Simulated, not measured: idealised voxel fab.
process module | voxel transistor to metal
cross-section cut | 195 nm wide | cells 5 nm
A cross-section is a grid of square cells, given in bands from the top down. A band is one or more rows of cells.
Each band's line starts with the height of the band's top and of its bottom, in nm. Then come its materials from left to right, each with its width in nm. One material with "throughout" fills the band from edge to edge. "air" is empty space.
Height 0 is the level under which the wafer as received is all one material. The lowest band goes on downwards, as in "0 down".
A width such as "30 to 40" changes by the same amount from each row of cells to the next, from the band's top row to its bottom row.
"no change" after a step means that no cell of the cross-section changed.
closed voids: empty space of 8 cells or more with no open way to the top, each as width x height at its distance from the left edge, in nm
after a step's settings: what the simulator itself notes on the step
overlay nm, on a step with a mask: how far to the right of its planned place the mask lay; to the left if negative
plan
1 op RECEIVE | material Si
2 op OXIDIZE | depth nm 5
3 op CONFORMAL_DEP | material SiN | thk nm 10
4 op MASKED_ETCH | tone cover | mask id ACTIVE | width nm 115 | etch materials SiN | depth nm 10 | overlay nm 0
5 op MASKED_ETCH | tone cover | mask id ACTIVE | width nm 115 | etch materials SiO2 | depth nm 5 | overlay nm 0
6 op MASKED_ETCH | tone cover | mask id ACTIVE | width nm 115 | etch materials Si | depth nm 35 | overlay nm 0
7 op FILL_DEP | material SiO2 | thk nm 10
8 op CMP | height nm 10
9 op SELECTIVE_ETCH | etch materials SiO2 | depth nm 10
10 op STRIP | etch materials SiN
11 op SELECTIVE_ETCH | etch materials SiO2 | depth nm 5
12 op OXIDIZE | depth nm 5
13 op DIRECTIONAL_DEP | material polySi | thk nm 30
14 op DIRECTIONAL_DEP | material SiCN | thk nm 15
15 op DIRECTIONAL_DEP | material aC | thk nm 10
16 op PATTERN | tone cover | mask id GATE | material resist | width nm 25 | thk nm 30 | overlay nm 0
17 op DIRECTIONAL_ETCH | etch materials aC | depth nm 10
18 op STRIP | etch materials resist
19 op DIRECTIONAL_ETCH | etch materials SiCN | depth nm 25
20 op DIRECTIONAL_ETCH | etch materials polySi | depth nm 40
21 op STRIP | etch materials aC
22 op CONFORMAL_DEP | material SiO2 | thk nm 5
23 op DIRECTIONAL_ETCH | etch materials SiO2 | depth nm 5
24 op CONFORMAL_DEP | material SiN | thk nm 5
25 op DIRECTIONAL_ETCH | etch materials SiN | depth nm 5
26 op DIRECTIONAL_ETCH | etch materials SiO2 | depth nm 5
27 op EPI | material nSi | thk nm 5
28 op FILL_DEP | material SiO2 | thk nm 10
29 op CMP | height nm 40
30 op DIRECTIONAL_DEP | material SiO2 | thk nm 10
31 op PATTERN | tone open | mask id CONTACT | material resist | width nm 15 | pitch nm 80 | thk nm 15 | overlay nm 0
32 op DIRECTIONAL_ETCH | etch materials SiO2 | depth nm 55
33 op STRIP | etch materials resist
34 op CONFORMAL_DEP | material TiN | thk nm 5
35 op FILL_DEP | material Ru | thk nm 10
36 op CMP | height nm 50
37 op CONFORMAL_DEP | material SiN | thk nm 5
38 op DIRECTIONAL_DEP | material SiO2 | thk nm 20
39 op DIRECTIONAL_DEP | material aC | thk nm 15
40 op PATTERN | tone open | mask id METAL_1 | material resist | width nm 15 | pitch nm 80 | thk nm 35 | overlay nm 0
41 op DIRECTIONAL_ETCH | etch materials aC | depth nm 15
42 op STRIP | etch materials resist
43 op DIRECTIONAL_ETCH | etch materials SiO2 | depth nm 20
44 op DIRECTIONAL_ETCH | etch materials SiN | depth nm 5
45 op STRIP | etch materials aC
46 op CONFORMAL_DEP | material TiN | thk nm 5
47 op FILL_DEP | material Cu | thk nm 10
48 op CMP | height nm 75
49 op CONFORMAL_DEP | material SiCN | thk nm 5
first wafer, as planned
as received, after step 1
  0 down: Si throughout
  closed voids: none
after step 2
  0 to -5: SiO2 throughout
  below -5: unchanged
after step 3
  10 to 0: SiN throughout
  below 0: unchanged
after step 4
  10 to 0: air 40 | SiN 115 | air 40
  below 0: unchanged
after step 5
  10 to 0: air 40 | SiN 115 | air 40
  0 to -5: air 40 | SiO2 115 | air 40
  below -5: unchanged
after step 6
  10 to 0: air 40 | SiN 115 | air 40
  0 to -5: air 40 | SiO2 115 | air 40
  -5 to -40: air 40 | Si 115 | air 40
  below -40: unchanged
after step 7
  20 to 10: SiO2 throughout
  10 to 0: SiO2 40 | SiN 115 | SiO2 40
  0 to -5: SiO2 throughout
  -5 to -40: SiO2 40 | Si 115 | SiO2 40
  below -40: unchanged
after step 8
  10 to 0: SiO2 40 | SiN 115 | SiO2 40
  below 0: unchanged
after step 9
  10 to 0: air 40 | SiN 115 | air 40
  below 0: unchanged
after step 10
  0 to -5: SiO2 throughout
  below -5: unchanged
after step 11
  -5 to -40: SiO2 40 | Si 115 | SiO2 40
  below -40: unchanged
after step 12
  -5 to -10: SiO2 throughout
  below -10: unchanged
after step 13
  25 to -5: polySi throughout
  below -5: unchanged
after step 14
  40 to 25: SiCN throughout
  below 25: unchanged
after step 15
  50 to 40: aC throughout
  below 40: unchanged
after step 16
  80 to 50: air 85 | resist 25 | air 85
  below 50: unchanged
after step 17
  70 to 50: air 85 | resist 25 | air 85
  50 to 40: air 85 | aC 25 | air 85
  below 40: unchanged
after step 18
  50 to 40: air 85 | aC 25 | air 85
  below 40: unchanged
after step 19
  50 to 40: air 85 | aC 25 | air 85
  40 to 25: air 85 | SiCN 25 | air 85
  below 25: unchanged
after step 20
  50 to 40: air 85 | aC 25 | air 85
  40 to 25: air 85 | SiCN 25 | air 85
  25 to -5: air 85 | polySi 25 | air 85
  below -5: unchanged
after step 21
  40 to 25: air 85 | SiCN 25 | air 85
  below 25: unchanged
after step 22
  45 to 40: air 80 | SiO2 35 | air 80
  40 to 25: air 80 | SiO2 5 | SiCN 25 | SiO2 5 | air 80
  25 to 0: air 80 | SiO2 5 | polySi 25 | SiO2 5 | air 80
  0 to -5: SiO2 85 | polySi 25 | SiO2 85
  below -5: unchanged
after step 23
  40 to 25: air 80 | SiO2 5 | SiCN 25 | SiO2 5 | air 80
  25 to -5: air 80 | SiO2 5 | polySi 25 | SiO2 5 | air 80
  below -5: unchanged
after step 24
  45 to 40: air 75 | SiN 45 | air 75
  40 to 25: air 75 | SiN 5 | SiO2 5 | SiCN 25 | SiO2 5 | SiN 5 | air 75
  25 to 0: air 75 | SiN 5 | SiO2 5 | polySi 25 | SiO2 5 | SiN 5 | air 75
  0 to -5: SiN 80 | SiO2 5 | polySi 25 | SiO2 5 | SiN 80
  below -5: unchanged
after step 25
  40 to 25: air 75 | SiN 5 | SiO2 5 | SiCN 25 | SiO2 5 | SiN 5 | air 75
  25 to -5: air 75 | SiN 5 | SiO2 5 | polySi 25 | SiO2 5 | SiN 5 | air 75
  below -5: unchanged
after step 26
  40 to 35: air 75 | SiN 5 | air 5 | SiCN 25 | air 5 | SiN 5 | air 75
  35 to 25: air 75 | SiN 5 | SiO2 5 | SiCN 25 | SiO2 5 | SiN 5 | air 75
  25 to -5: air 75 | SiN 5 | SiO2 5 | polySi 25 | SiO2 5 | SiN 5 | air 75
  -5 to -10: air 75 | SiO2 45 | air 75
  below -10: unchanged
after step 27
  40 to 35: air 75 | SiN 5 | air 5 | SiCN 25 | air 5 | SiN 5 | air 75
  35 to 25: air 75 | SiN 5 | SiO2 5 | SiCN 25 | SiO2 5 | SiN 5 | air 75
  25 to -5: air 75 | SiN 5 | SiO2 5 | polySi 25 | SiO2 5 | SiN 5 | air 75
  -5 to -10: air 35 | nSi 40 | SiO2 45 | nSi 40 | air 35
  below -10: unchanged
after step 28
  50 to 40: SiO2 throughout
  40 to 25: SiO2 75 | SiN 5 | SiO2 5 | SiCN 25 | SiO2 5 | SiN 5 | SiO2 75
  25 to -5: SiO2 75 | SiN 5 | SiO2 5 | polySi 25 | SiO2 5 | SiN 5 | SiO2 75
  -5 to -10: SiO2 35 | nSi 40 | SiO2 45 | nSi 40 | SiO2 35
  below -10: unchanged
after step 29
  40 to 25: SiO2 75 | SiN 5 | SiO2 5 | SiCN 25 | SiO2 5 | SiN 5 | SiO2 75
  below 25: unchanged
after step 30
  50 to 40: SiO2 throughout
  below 40: unchanged
after step 31
  65 to 50: resist 50 | air 15 | resist 65 | air 15 | resist 50
  below 50: unchanged
after step 32
  65 to 50: resist 50 | air 15 | resist 65 | air 15 | resist 50
  50 to 40: SiO2 50 | air 15 | SiO2 65 | air 15 | SiO2 50
  40 to 25: SiO2 50 | air 15 | SiO2 10 | SiN 5 | SiO2 5 | SiCN 25 | SiO2 5 | SiN 5 | SiO2 10 | air 15 | SiO2 50
  25 to -5: SiO2 50 | air 15 | SiO2 10 | SiN 5 | SiO2 5 | polySi 25 | SiO2 5 | SiN 5 | SiO2 10 | air 15 | SiO2 50
  below -5: unchanged
after step 33
  50 to 40: SiO2 50 | air 15 | SiO2 65 | air 15 | SiO2 50
  below 40: unchanged
after step 34
  55 to 50: TiN 55 | air 5 | TiN 75 | air 5 | TiN 55
  50 to 40: SiO2 50 | TiN 5 | air 5 | TiN 5 | SiO2 65 | TiN 5 | air 5 | TiN 5 | SiO2 50
  40 to 25: SiO2 50 | TiN 5 | air 5 | TiN 5 | SiO2 10 | SiN 5 | SiO2 5 | SiCN 25 | SiO2 5 | SiN 5 | SiO2 10 | TiN 5 | air 5 | TiN 5 | SiO2 50
  25 to 0: SiO2 50 | TiN 5 | air 5 | TiN 5 | SiO2 10 | SiN 5 | SiO2 5 | polySi 25 | SiO2 5 | SiN 5 | SiO2 10 | TiN 5 | air 5 | TiN 5 | SiO2 50
  0 to -5: SiO2 50 | TiN 15 | SiO2 10 | SiN 5 | SiO2 5 | polySi 25 | SiO2 5 | SiN 5 | SiO2 10 | TiN 15 | SiO2 50
  below -5: unchanged
after step 35
  65 to 55: Ru throughout
  55 to 50: TiN 55 | Ru 5 | TiN 75 | Ru 5 | TiN 55
  50 to 40: SiO2 50 | TiN 5 | Ru 5 | TiN 5 | SiO2 65 | TiN 5 | Ru 5 | TiN 5 | SiO2 50
  40 to 25: SiO2 50 | TiN 5 | Ru 5 | TiN 5 | SiO2 10 | SiN 5 | SiO2 5 | SiCN 25 | SiO2 5 | SiN 5 | SiO2 10 | TiN 5 | Ru 5 | TiN 5 | SiO2 50
  25 to 0: SiO2 50 | TiN 5 | Ru 5 | TiN 5 | SiO2 10 | SiN 5 | SiO2 5 | polySi 25 | SiO2 5 | SiN 5 | SiO2 10 | TiN 5 | Ru 5 | TiN 5 | SiO2 50
  below 0: unchanged
after step 36
  50 to 40: SiO2 50 | TiN 5 | Ru 5 | TiN 5 | SiO2 65 | TiN 5 | Ru 5 | TiN 5 | SiO2 50
  below 40: unchanged
after step 37
  55 to 50: SiN throughout
  below 50: unchanged
after step 38
  75 to 55: SiO2 throughout
  below 55: unchanged
after step 39
  90 to 75: aC throughout
  below 75: unchanged
after step 40
  125 to 90: resist 50 | air 15 | resist 65 | air 15 | resist 50
  below 90: unchanged
after step 41
  110 to 90: resist 50 | air 15 | resist 65 | air 15 | resist 50
  90 to 75: aC 50 | air 15 | aC 65 | air 15 | aC 50
  below 75: unchanged
after step 42
  90 to 75: aC 50 | air 15 | aC 65 | air 15 | aC 50
  below 75: unchanged
after step 43
  90 to 75: aC 50 | air 15 | aC 65 | air 15 | aC 50
  75 to 55: SiO2 50 | air 15 | SiO2 65 | air 15 | SiO2 50
  below 55: unchanged
after step 44
  90 to 75: aC 50 | air 15 | aC 65 | air 15 | aC 50
  75 to 55: SiO2 50 | air 15 | SiO2 65 | air 15 | SiO2 50
  55 to 50: SiN 50 | air 15 | SiN 65 | air 15 | SiN 50
  below 50: unchanged
after step 45
  75 to 55: SiO2 50 | air 15 | SiO2 65 | air 15 | SiO2 50
  below 55: unchanged
after step 46
  80 to 75: TiN 55 | air 5 | TiN 75 | air 5 | TiN 55
  75 to 55: SiO2 50 | TiN 5 | air 5 | TiN 5 | SiO2 65 | TiN 5 | air 5 | TiN 5 | SiO2 50
  55 to 50: SiN 50 | TiN 15 | SiN 65 | TiN 15 | SiN 50
  below 50: unchanged
after step 47
  90 to 80: Cu throughout
  80 to 75: TiN 55 | Cu 5 | TiN 75 | Cu 5 | TiN 55
  75 to 55: SiO2 50 | TiN 5 | Cu 5 | TiN 5 | SiO2 65 | TiN 5 | Cu 5 | TiN 5 | SiO2 50
  below 55: unchanged
after step 48
  75 to 55: SiO2 50 | TiN 5 | Cu 5 | TiN 5 | SiO2 65 | TiN 5 | Cu 5 | TiN 5 | SiO2 50
  below 55: unchanged
after step 49
  80 to 75: SiCN throughout
  below 75: unchanged
second wafer: like start, like plan, one mistake. Through step 39 it matches the first wafer
when step 40 should have ended
  125 to 90: resist 45 | air 25 | resist 55 | air 25 | resist 45
  below 90: unchanged
when step 41 should have ended
  110 to 90: resist 45 | air 25 | resist 55 | air 25 | resist 45
  90 to 75: aC 45 | air 25 | aC 55 | air 25 | aC 45
  below 75: unchanged
when step 42 should have ended
  90 to 75: aC 45 | air 25 | aC 55 | air 25 | aC 45
  below 75: unchanged
when step 43 should have ended
  90 to 75: aC 45 | air 25 | aC 55 | air 25 | aC 45
  75 to 55: SiO2 45 | air 25 | SiO2 55 | air 25 | SiO2 45
  below 55: unchanged
when step 44 should have ended
  90 to 75: aC 45 | air 25 | aC 55 | air 25 | aC 45
  75 to 55: SiO2 45 | air 25 | SiO2 55 | air 25 | SiO2 45
  55 to 50: SiN 45 | air 25 | SiN 55 | air 25 | SiN 45
  below 50: unchanged
when step 45 should have ended
  75 to 55: SiO2 45 | air 25 | SiO2 55 | air 25 | SiO2 45
  below 55: unchanged
when step 46 should have ended
  80 to 75: TiN 50 | air 15 | TiN 65 | air 15 | TiN 50
  75 to 55: SiO2 45 | TiN 5 | air 15 | TiN 5 | SiO2 55 | TiN 5 | air 15 | TiN 5 | SiO2 45
  55 to 50: SiN 45 | TiN 25 | SiN 55 | TiN 25 | SiN 45
  below 50: unchanged
when step 47 should have ended
  90 to 80: Cu throughout
  80 to 75: TiN 50 | Cu 15 | TiN 65 | Cu 15 | TiN 50
  75 to 55: SiO2 45 | TiN 5 | Cu 15 | TiN 5 | SiO2 55 | TiN 5 | Cu 15 | TiN 5 | SiO2 45
  below 55: unchanged
when step 48 should have ended
  75 to 55: SiO2 45 | TiN 5 | Cu 15 | TiN 5 | SiO2 55 | TiN 5 | Cu 15 | TiN 5 | SiO2 45
  below 55: unchanged
when step 49 should have ended
  80 to 75: SiCN throughout
  below 75: unchanged
what went wrong: step 40 ran as: op PATTERN | tone open | mask id METAL_1 | material resist | width nm 25 | pitch nm 80 | thk nm 35 | overlay nm 0
at the end the second wafer has, in cells: 16 more of Cu | 4 fewer of SiN | 16 fewer of SiO2 | 4 more of TiN
